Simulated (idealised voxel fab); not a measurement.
Documented hereafter: the process module known as voxel capacitor over wiring.
Each square cell in cross-section cut measures 5 nm, and the section as a whole is 195 nm wide.
Think of the cross-section as a grid of square cells. We describe it in bands, top to bottom, and each band covers one or more rows of those cells. This entry defines a band. It first specifies the height of the band's top and the height of its bottom in nm, and then specifies the band's materials from left to right, stating each material with its width in nm. The word "throughout" identifies a single material that fills the band from edge to edge, while the word "blank" identifies empty space. Height is counted from the level 0, under which the received wafer is composed throughout of one material. The lowest of the bands is not closed at the bottom but continues downward, in the notation "from 0 down". The expression "30..40" gives the width at the extremes of the band, the first number at its top row of cells and the second at its bottom row, with the width changing by equal amounts from each row to the next in between. What does "changes: none" mean for a step? It means no cell of the cross-section changed in that step. Basically, "Entrapped voids" tells you about the enclosed voids: empty spaces with no open way to the top, 8 cells or bigger, each written width x height at distance, where distance is from the left edge, all in nm. The remark found on a step's line after its settings is issued by the simulator itself and pertains to that step. Among the settings permitted on a step's line is "overlay nm"; applied to a step with a mask, it specifies the extent to which the mask lay to the right of its planned position, whereas a negative figure signifies a position to the left.
## Process steps - plan
1,RECEIVE [material Si]
2,CONFORMAL_DEP [material SiO2] [thk nm 15]
3,CONFORMAL_DEP [material SiN] [thk nm 5]
4,DIRECTIONAL_DEP [material lowk] [thk nm 15]
5,DIRECTIONAL_DEP [material aC] [thk nm 15]
6,PATTERN [tone open] [mask id METAL_1] [material resist] [width nm 30] [pitch nm 80] [thk nm 30] [overlay nm 0]
7,DIRECTIONAL_ETCH [etch materials aC] [depth nm 15]
8,STRIP [etch materials resist]
9,DIRECTIONAL_ETCH [etch materials lowk] [depth nm 15]
10,DIRECTIONAL_ETCH [etch materials SiN] [depth nm 5]
11,STRIP [etch materials aC]
12,CONFORMAL_DEP [material TiN] [thk nm 5]
13,FILL_DEP [material Ru] [thk nm 10]
14,CMP [height nm 35]
15,CONFORMAL_DEP [material SiCN] [thk nm 5]
16,DIRECTIONAL_DEP [material SiO2] [thk nm 15]
17,MASKED_ETCH [tone open] [mask id PLUG_1] [width nm 15] [etch materials SiO2] [depth nm 15] [overlay nm 0]
18,MASKED_ETCH [tone open] [mask id PLUG_1] [width nm 15] [etch materials SiCN] [depth nm 5] [overlay nm 0]
19,EPI [material Ru] [thk nm 10]
20,EPI [material Ru] [thk nm 10]
21,DIRECTIONAL_DEP [material TiN] [thk nm 5]
22,DIRECTIONAL_DEP [material HfO2] [thk nm 5]
23,DIRECTIONAL_DEP [material TiN] [thk nm 5]
24,MASKED_ETCH [tone cover] [mask id UPPER_PLATE] [width nm 55] [etch materials TiN] [depth nm 5] [overlay nm 0]
25,MASKED_ETCH [tone cover] [mask id UPPER_PLATE] [width nm 55] [etch materials HfO2] [depth nm 5] [overlay nm 0]
26,MASKED_ETCH [tone cover] [mask id LOWER_PLATE] [width nm 65] [etch materials TiN] [depth nm 5] [overlay nm 0]
27,FILL_DEP [material SiO2] [thk nm 20]
28,CMP [height nm 85]
29,PATTERN [tone open] [mask id PLUG_2] [material resist] [width nm 15] [thk nm 15] [overlay nm 0]
30,DIRECTIONAL_ETCH [etch materials SiO2] [depth nm 15]
31,STRIP [etch materials resist]
32,CONFORMAL_DEP [material TiN] [thk nm 5]
33,FILL_DEP [material W] [thk nm 5]
34,CMP [height nm 85]
35,CONFORMAL_DEP [material SiCN] [thk nm 5]
## Cross-section: wafer on arrival = after step 1
> from 0 down = Si throughout
> Entrapped voids: none
## Below is the wafer in cross-section after the module was completed. It began from the starting point shown above and followed the plan shown above, except that one mistake was made while running it
> from 90 to 85 = SiCN throughout
> from 85 to 75 = 65 nm SiO2, then 5 nm TiN, then 5 nm W, then 5 nm TiN, then 115 nm SiO2
> from 75 to 70 = 65 nm SiO2, then 15 nm TiN, then 115 nm SiO2
> from 70 to 65 = SiO2 throughout
> from 65 to 60 = 55 nm SiO2, then 55 nm HfO2, then 85 nm SiO2
> from 60 to 55 = 50 nm SiO2, then 65 nm TiN, then 80 nm SiO2
> from 55 to 40 = 55 nm SiO2, then 15 nm Ru, then 125 nm SiO2
> from 40 to 35 = 55 nm SiCN, then 15 nm Ru, then 125 nm SiCN
> from 35 to 20 = 40 nm lowk, then 5 nm TiN, then 20 nm Ru, then 5 nm TiN, then 50 nm lowk, then 5 nm TiN, then 20 nm Ru, then 5 nm TiN, then 45 nm lowk
> from 20 to 15 = 40 nm SiN, then 30 nm TiN, then 50 nm SiN, then 30 nm TiN, then 45 nm SiN
> from 15 to 0 = SiO2 throughout
> from 0 down = Si throughout
> Entrapped voids: none
Plan not followed: the plan's step 23 was left out and never carried out
